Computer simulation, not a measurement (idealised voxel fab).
process module | voxel capacitor over wiring
cross-section cut | 225 nm wide | cells 5 nm
A cross-section is a grid of square cells, given in bands from the top down. A band is one or more rows of cells.
Each band's line starts with the height of the band's top and of its bottom, in nm. Then come its materials from left to right, each with its width in nm. One material with "throughout" fills the band from edge to edge. "air" is empty space.
Height 0 is the level under which the wafer as received is all one material. The lowest band goes on downwards, as in "0 down".
A width such as "30 to 40" changes by the same amount from each row of cells to the next, from the band's top row to its bottom row.
"no change" after a step means that no cell of the cross-section changed.
closed voids: empty space of 8 cells or more with no open way to the top, each as width x height at its distance from the left edge, in nm
after a step's settings: what the simulator itself notes on the step
overlay nm, on a step with a mask: how far to the right of its planned place the mask lay; to the left if negative
plan
1 op RECEIVE | material Si
2 op CONFORMAL_DEP | material SiO2 | thk nm 15
3 op CONFORMAL_DEP | material SiN | thk nm 5
4 op DIRECTIONAL_DEP | material SiO2 | thk nm 25
5 op DIRECTIONAL_DEP | material aC | thk nm 10
6 op PATTERN | tone open | mask id METAL_1 | material resist | width nm 25 | pitch nm 85 | thk nm 30 | overlay nm 0
7 op DIRECTIONAL_ETCH | etch materials aC | depth nm 10
8 op STRIP | etch materials resist
9 op DIRECTIONAL_ETCH | etch materials SiO2 | depth nm 25
10 op DIRECTIONAL_ETCH | etch materials SiN | depth nm 5
11 op STRIP | etch materials aC
12 op CONFORMAL_DEP | material TiN | thk nm 5
13 op FILL_DEP | material Ru | thk nm 5
14 op CMP | height nm 45
15 op EPI | material Ru | thk nm 5
16 op FILL_DEP | material SiCN | thk nm 5
17 op DIRECTIONAL_DEP | material SiO2 | thk nm 15
18 op MASKED_ETCH | tone open | mask id PLUG_1 | width nm 15 | etch materials SiO2 | depth nm 15 | overlay nm 0
19 op MASKED_ETCH | tone open | mask id PLUG_1 | width nm 15 | etch materials SiCN | depth nm 5 | overlay nm 0
20 op CONFORMAL_DEP | material TiN | thk nm 5
21 op FILL_DEP | material W | thk nm 10
22 op CMP | height nm 70
23 op DIRECTIONAL_DEP | material TiN | thk nm 10
24 op DIRECTIONAL_DEP | material Al2O3 | thk nm 5
25 op DIRECTIONAL_DEP | material TiN | thk nm 10
26 op PATTERN | tone cover | mask id UPPER_PLATE | material resist | width nm 65 | thk nm 15 | overlay nm 0
27 op DIRECTIONAL_ETCH | etch materials TiN | depth nm 10
28 op DIRECTIONAL_ETCH | etch materials Al2O3 | depth nm 5
29 op STRIP | etch materials resist
30 op DIRECTIONAL_DEP | material aC | thk nm 15
31 op PATTERN | tone cover | mask id LOWER_PLATE | material resist | width nm 75 | thk nm 30 | overlay nm 0
32 op DIRECTIONAL_ETCH | etch materials aC | depth nm 15
33 op STRIP | etch materials resist
34 op DIRECTIONAL_ETCH | etch materials TiN | depth nm 10
35 op STRIP | etch materials aC
36 op FILL_DEP | material SiO2 | thk nm 15
37 op CMP | height nm 105
38 op PATTERN | tone open | mask id PLUG_2 | material resist | width nm 15 | thk nm 20 | overlay nm 0
39 op DIRECTIONAL_ETCH | etch materials SiO2 | depth nm 10
40 op STRIP | etch materials resist
41 op CONFORMAL_DEP | material TiN | thk nm 5
42 op FILL_DEP | material Cu | thk nm 10
43 op CMP | height nm 105
44 op CONFORMAL_DEP | material SiCN | thk nm 5
first wafer, as planned
as received, after step 1
  0 down: Si throughout
  closed voids: none
after step 2
  15 to 0: SiO2 throughout
  below 0: unchanged
after step 3
  20 to 15: SiN throughout
  below 15: unchanged
after step 4
  45 to 20: SiO2 throughout
  below 20: unchanged
after step 5
  55 to 45: aC throughout
  below 45: unchanged
after step 6
  85 to 55: resist 55 | air 25 | resist 60 | air 25 | resist 60
  below 55: unchanged
after step 7
  75 to 55: resist 55 | air 25 | resist 60 | air 25 | resist 60
  55 to 45: aC 55 | air 25 | aC 60 | air 25 | aC 60
  below 45: unchanged
after step 8
  55 to 45: aC 55 | air 25 | aC 60 | air 25 | aC 60
  below 45: unchanged
after step 9
  55 to 45: aC 55 | air 25 | aC 60 | air 25 | aC 60
  45 to 20: SiO2 55 | air 25 | SiO2 60 | air 25 | SiO2 60
  below 20: unchanged
after step 10
  55 to 45: aC 55 | air 25 | aC 60 | air 25 | aC 60
  45 to 20: SiO2 55 | air 25 | SiO2 60 | air 25 | SiO2 60
  20 to 15: SiN 55 | air 25 | SiN 60 | air 25 | SiN 60
  below 15: unchanged
after step 11
  45 to 20: SiO2 55 | air 25 | SiO2 60 | air 25 | SiO2 60
  below 20: unchanged
after step 12
  50 to 45: TiN 60 | air 15 | TiN 70 | air 15 | TiN 65
  45 to 20: SiO2 55 | TiN 5 | air 15 | TiN 5 | SiO2 60 | TiN 5 | air 15 | TiN 5 | SiO2 60
  20 to 15: SiN 55 | TiN 25 | SiN 60 | TiN 25 | SiN 60
  below 15: unchanged
after step 13
  55 to 50: Ru throughout
  50 to 45: TiN 60 | Ru 15 | TiN 70 | Ru 15 | TiN 65
  45 to 20: SiO2 55 | TiN 5 | Ru 15 | TiN 5 | SiO2 60 | TiN 5 | Ru 15 | TiN 5 | SiO2 60
  below 20: unchanged
after step 14
  45 to 20: SiO2 55 | TiN 5 | Ru 15 | TiN 5 | SiO2 60 | TiN 5 | Ru 15 | TiN 5 | SiO2 60
  below 20: unchanged
after step 15
  50 to 45: air 50 | Ru 35 | air 50 | Ru 35 | air 55
  below 45: unchanged
after step 16
  55 to 50: SiCN throughout
  50 to 45: SiCN 50 | Ru 35 | SiCN 50 | Ru 35 | SiCN 55
  below 45: unchanged
after step 17
  70 to 55: SiO2 throughout
  below 55: unchanged
after step 18
  70 to 55: SiO2 65 | air 15 | SiO2 145
  below 55: unchanged
after step 19
  70 to 55: SiO2 65 | air 15 | SiO2 145
  55 to 50: SiCN 65 | air 15 | SiCN 145
  below 50: unchanged
after step 20
  75 to 70: TiN 70 | air 5 | TiN 150
  70 to 55: SiO2 65 | TiN 5 | air 5 | TiN 5 | SiO2 145
  55 to 50: SiCN 65 | TiN 15 | SiCN 145
  below 50: unchanged
after step 21
  85 to 75: W throughout
  75 to 70: TiN 70 | W 5 | TiN 150
  70 to 55: SiO2 65 | TiN 5 | W 5 | TiN 5 | SiO2 145
  below 55: unchanged
after step 22
  70 to 55: SiO2 65 | TiN 5 | W 5 | TiN 5 | SiO2 145
  below 55: unchanged
after step 23
  80 to 70: TiN throughout
  below 70: unchanged
after step 24
  85 to 80: Al2O3 throughout
  below 80: unchanged
after step 25
  95 to 85: TiN throughout
  below 85: unchanged
after step 26
  110 to 95: air 65 | resist 65 | air 95
  below 95: unchanged
after step 27
  110 to 95: air 65 | resist 65 | air 95
  95 to 85: air 65 | TiN 65 | air 95
  below 85: unchanged
after step 28
  110 to 95: air 65 | resist 65 | air 95
  95 to 85: air 65 | TiN 65 | air 95
  85 to 80: air 65 | Al2O3 65 | air 95
  below 80: unchanged
after step 29
  95 to 85: air 65 | TiN 65 | air 95
  below 85: unchanged
after step 30
  110 to 95: air 65 | aC 65 | air 95
  95 to 85: aC 65 | TiN 65 | aC 95
  85 to 80: aC 65 | Al2O3 65 | aC 95
  below 80: unchanged
after step 31
  140 to 110: air 60 | resist 75 | air 90
  110 to 95: air 60 | resist 5 | aC 65 | resist 5 | air 90
  below 95: unchanged
after step 32
  125 to 110: air 60 | resist 75 | air 90
  110 to 95: air 60 | resist 5 | aC 65 | resist 5 | air 90
  95 to 85: air 60 | aC 5 | TiN 65 | aC 5 | air 90
  85 to 80: air 60 | aC 5 | Al2O3 65 | aC 5 | air 90
  below 80: unchanged
after step 33
  110 to 95: air 65 | aC 65 | air 95
  below 95: unchanged
after step 34
  110 to 95: air 65 | aC 65 | air 95
  95 to 85: air 60 | aC 5 | TiN 65 | aC 5 | air 90
  85 to 80: air 60 | aC 5 | Al2O3 65 | aC 5 | air 90
  80 to 70: air 60 | TiN 75 | air 90
  below 70: unchanged
after step 35
  95 to 85: air 65 | TiN 65 | air 95
  85 to 80: air 65 | Al2O3 65 | air 95
  below 80: unchanged
after step 36
  110 to 95: SiO2 throughout
  95 to 85: SiO2 65 | TiN 65 | SiO2 95
  85 to 80: SiO2 65 | Al2O3 65 | SiO2 95
  80 to 70: SiO2 60 | TiN 75 | SiO2 90
  below 70: unchanged
after step 37
  105 to 95: SiO2 throughout
  below 95: unchanged
after step 38
  125 to 105: resist 75 | air 15 | resist 135
  below 105: unchanged
after step 39
  125 to 105: resist 75 | air 15 | resist 135
  105 to 95: SiO2 75 | air 15 | SiO2 135
  below 95: unchanged
after step 40
  105 to 95: SiO2 75 | air 15 | SiO2 135
  below 95: unchanged
after step 41
  110 to 105: TiN 80 | air 5 | TiN 140
  105 to 100: SiO2 75 | TiN 5 | air 5 | TiN 5 | SiO2 135
  100 to 95: SiO2 75 | TiN 15 | SiO2 135
  below 95: unchanged
after step 42
  120 to 110: Cu throughout
  110 to 105: TiN 80 | Cu 5 | TiN 140
  105 to 100: SiO2 75 | TiN 5 | Cu 5 | TiN 5 | SiO2 135
  below 100: unchanged
after step 43
  105 to 100: SiO2 75 | TiN 5 | Cu 5 | TiN 5 | SiO2 135
  below 100: unchanged
after step 44
  110 to 105: SiCN throughout
  below 105: unchanged
second wafer: like start, like plan, one mistake. Through step 17 it matches the first wafer
when step 18 should have ended
  70 to 55: air 65 | SiO2 15 | air 145
  below 55: unchanged
when step 19 should have ended: no change
when step 20 should have ended
  75 to 70: air 60 | TiN 25 | air 140
  70 to 60: air 60 | TiN 5 | SiO2 15 | TiN 5 | air 140
  60 to 55: TiN 65 | SiO2 15 | TiN 145
  below 55: unchanged
when step 21 should have ended
  85 to 75: W throughout
  75 to 70: W 60 | TiN 25 | W 140
  70 to 60: W 60 | TiN 5 | SiO2 15 | TiN 5 | W 140
  below 60: unchanged
when step 22 should have ended
  70 to 60: W 60 | TiN 5 | SiO2 15 | TiN 5 | W 140
  below 60: unchanged
when step 23 should have ended
  80 to 70: TiN throughout
  below 70: unchanged
when step 24 should have ended
  85 to 80: Al2O3 throughout
  below 80: unchanged
when step 25 should have ended
  95 to 85: TiN throughout
  below 85: unchanged
when step 26 should have ended
  110 to 95: air 65 | resist 65 | air 95
  below 95: unchanged
when step 27 should have ended
  110 to 95: air 65 | resist 65 | air 95
  95 to 85: air 65 | TiN 65 | air 95
  below 85: unchanged
when step 28 should have ended
  110 to 95: air 65 | resist 65 | air 95
  95 to 85: air 65 | TiN 65 | air 95
  85 to 80: air 65 | Al2O3 65 | air 95
  below 80: unchanged
when step 29 should have ended
  95 to 85: air 65 | TiN 65 | air 95
  below 85: unchanged
when step 30 should have ended
  110 to 95: air 65 | aC 65 | air 95
  95 to 85: aC 65 | TiN 65 | aC 95
  85 to 80: aC 65 | Al2O3 65 | aC 95
  below 80: unchanged
when step 31 should have ended
  140 to 110: air 60 | resist 75 | air 90
  110 to 95: air 60 | resist 5 | aC 65 | resist 5 | air 90
  below 95: unchanged
when step 32 should have ended
  125 to 110: air 60 | resist 75 | air 90
  110 to 95: air 60 | resist 5 | aC 65 | resist 5 | air 90
  95 to 85: air 60 | aC 5 | TiN 65 | aC 5 | air 90
  85 to 80: air 60 | aC 5 | Al2O3 65 | aC 5 | air 90
  below 80: unchanged
when step 33 should have ended
  110 to 95: air 65 | aC 65 | air 95
  below 95: unchanged
when step 34 should have ended
  110 to 95: air 65 | aC 65 | air 95
  95 to 85: air 60 | aC 5 | TiN 65 | aC 5 | air 90
  85 to 80: air 60 | aC 5 | Al2O3 65 | aC 5 | air 90
  80 to 70: air 60 | TiN 75 | air 90
  below 70: unchanged
when step 35 should have ended
  95 to 85: air 65 | TiN 65 | air 95
  85 to 80: air 65 | Al2O3 65 | air 95
  below 80: unchanged
when step 36 should have ended
  110 to 95: SiO2 throughout
  95 to 85: SiO2 65 | TiN 65 | SiO2 95
  85 to 80: SiO2 65 | Al2O3 65 | SiO2 95
  80 to 70: SiO2 60 | TiN 75 | SiO2 90
  below 70: unchanged
when step 37 should have ended
  105 to 95: SiO2 throughout
  below 95: unchanged
when step 38 should have ended
  125 to 105: resist 75 | air 15 | resist 135
  below 105: unchanged
when step 39 should have ended
  125 to 105: resist 75 | air 15 | resist 135
  105 to 95: SiO2 75 | air 15 | SiO2 135
  below 95: unchanged
when step 40 should have ended
  105 to 95: SiO2 75 | air 15 | SiO2 135
  below 95: unchanged
when step 41 should have ended
  110 to 105: TiN 80 | air 5 | TiN 140
  105 to 100: SiO2 75 | TiN 5 | air 5 | TiN 5 | SiO2 135
  100 to 95: SiO2 75 | TiN 15 | SiO2 135
  below 95: unchanged
when step 42 should have ended
  120 to 110: Cu throughout
  110 to 105: TiN 80 | Cu 5 | TiN 140
  105 to 100: SiO2 75 | TiN 5 | Cu 5 | TiN 5 | SiO2 135
  below 100: unchanged
when step 43 should have ended
  105 to 100: SiO2 75 | TiN 5 | Cu 5 | TiN 5 | SiO2 135
  below 100: unchanged
when step 44 should have ended
  110 to 105: SiCN throughout
  below 105: unchanged
what went wrong: step 18 ran as: op MASKED_ETCH | tone cover | mask id PLUG_1 | width nm 15 | etch materials SiO2 | depth nm 15 | overlay nm 0
at the end the second wafer has, in cells: 3 more of SiCN | 117 fewer of SiO2 | 37 more of TiN | 77 more of W
